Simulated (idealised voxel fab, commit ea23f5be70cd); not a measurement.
process module | voxel gate over fins
cross-section cut | 170 nm wide | cells 5 nm
A cross-section is a grid of square cells, given in bands from the top down. A band is one or more rows of cells.
Each band's line starts with the height of the band's top and of its bottom, in nm. Then come its materials from left to right, each with its width in nm. One material with "throughout" fills the band from edge to edge. "air" is empty space.
Height 0 is the level under which the wafer as received is all one material. The lowest band goes on downwards, as in "0 down".
A width such as "30 to 40" changes by the same amount from each row of cells to the next, from the band's top row to its bottom row.
"no change" after a step means that no cell of the cross-section changed.
closed voids: empty space of 8 cells or more with no open way to the top, each as width x height at its distance from the left edge, in nm
after a step's settings: what the simulator itself notes on the step
overlay nm, on a step with a mask: how far to the right of its planned place the mask lay; to the left if negative
plan
1 op RECEIVE | material Si
2 op CONFORMAL_DEP | material SiN | thk nm 10
3 op DIRECTIONAL_DEP | material aC | thk nm 15
4 op PATTERN | tone cover | mask id FINS | material resist | width nm 15 | pitch nm 45 | thk nm 30 | overlay nm 0
5 op DIRECTIONAL_ETCH | etch materials aC | depth nm 15
6 op STRIP | etch materials resist
7 op DIRECTIONAL_ETCH | etch materials SiN | depth nm 10
8 op DIRECTIONAL_ETCH | etch materials Si | depth nm 40
9 op STRIP | etch materials aC
10 op FILL_DEP | material SiO2 | thk nm 10
11 op CMP | height nm 10
12 op SELECTIVE_ETCH | etch materials SiO2 | depth nm 25
13 op STRIP | etch materials SiN
14 op CONFORMAL_DEP | material HfO2 | thk nm 5
15 op CONFORMAL_DEP | material TiN | thk nm 5
16 op CONFORMAL_DEP | material TiAl | thk nm 5
17 op CONFORMAL_DEP | material TiN | thk nm 5
18 op FILL_DEP | material W | thk nm 15
19 op CMP | height nm 30
20 op CONFORMAL_DEP | material SiCN | thk nm 10
as received, after step 1
  0 down: Si throughout
  closed voids: none
first wafer at the end, as planned
  40 to 30: SiCN throughout
  30 to 20: W throughout
  20 to 15: W 35 | TiN 100 | W 35
  15 to 10: W 35 | TiN 5 | TiAl 90 | TiN 5 | W 35
  10 to 5: W 35 | TiN 5 | TiAl 5 | TiN 35 | TiAl 10 | TiN 35 | TiAl 5 | TiN 5 | W 35
  5 to 0: TiN 40 | TiAl 5 | TiN 5 | HfO2 25 | TiN 5 | TiAl 10 | TiN 5 | HfO2 25 | TiN 5 | TiAl 5 | TiN 40
  0 to -5: TiAl 45 | TiN 5 | HfO2 5 | Si 15 | HfO2 5 | TiN 5 | TiAl 10 | TiN 5 | HfO2 5 | Si 15 | HfO2 5 | TiN 5 | TiAl 45
  -5 to -10: TiN 50 | HfO2 5 | Si 15 | HfO2 5 | TiN 20 | HfO2 5 | Si 15 | HfO2 5 | TiN 50
  -10 to -15: HfO2 55 | Si 15 | HfO2 30 | Si 15 | HfO2 55
  -15 to -40: SiO2 55 | Si 15 | SiO2 30 | Si 15 | SiO2 55
  -40 down: Si throughout
  closed voids: none
second wafer at the end: like start, like plan, one mistake
  40 to 30: SiCN throughout
  30 to 20: W throughout
  20 to 15: W 35 | TiN 100 | W 35
  15 to 10: W 35 | TiN 5 | TiAl 90 | TiN 5 | W 35
  10 to 5: W 35 | TiN 5 | TiAl 5 | TiN 35 | TiAl 10 | TiN 35 | TiAl 5 | TiN 5 | W 35
  5 to 0: TiN 40 | TiAl 5 | TiN 5 | HfO2 25 | TiN 5 | TiAl 10 | TiN 5 | HfO2 25 | TiN 5 | TiAl 5 | TiN 40
  0 to -5: TiAl 45 | TiN 5 | HfO2 5 | Si 15 | HfO2 5 | TiN 5 | TiAl 10 | TiN 5 | HfO2 5 | Si 15 | HfO2 5 | TiN 5 | TiAl 45
  -5 to -10: TiN 50 | HfO2 5 | Si 15 | HfO2 5 | TiN 20 | HfO2 5 | Si 15 | HfO2 5 | TiN 50
  -10 to -15: HfO2 55 | Si 15 | HfO2 30 | Si 15 | HfO2 55
  -15 to -45: SiO2 55 | Si 15 | SiO2 30 | Si 15 | SiO2 55
  -45 down: Si throughout
  closed voids: none
what went wrong: step 8 ran as: op DIRECTIONAL_ETCH | etch materials Si | depth nm 45
at the end the second wafer has, in cells: 28 fewer of Si | 28 more of SiO2
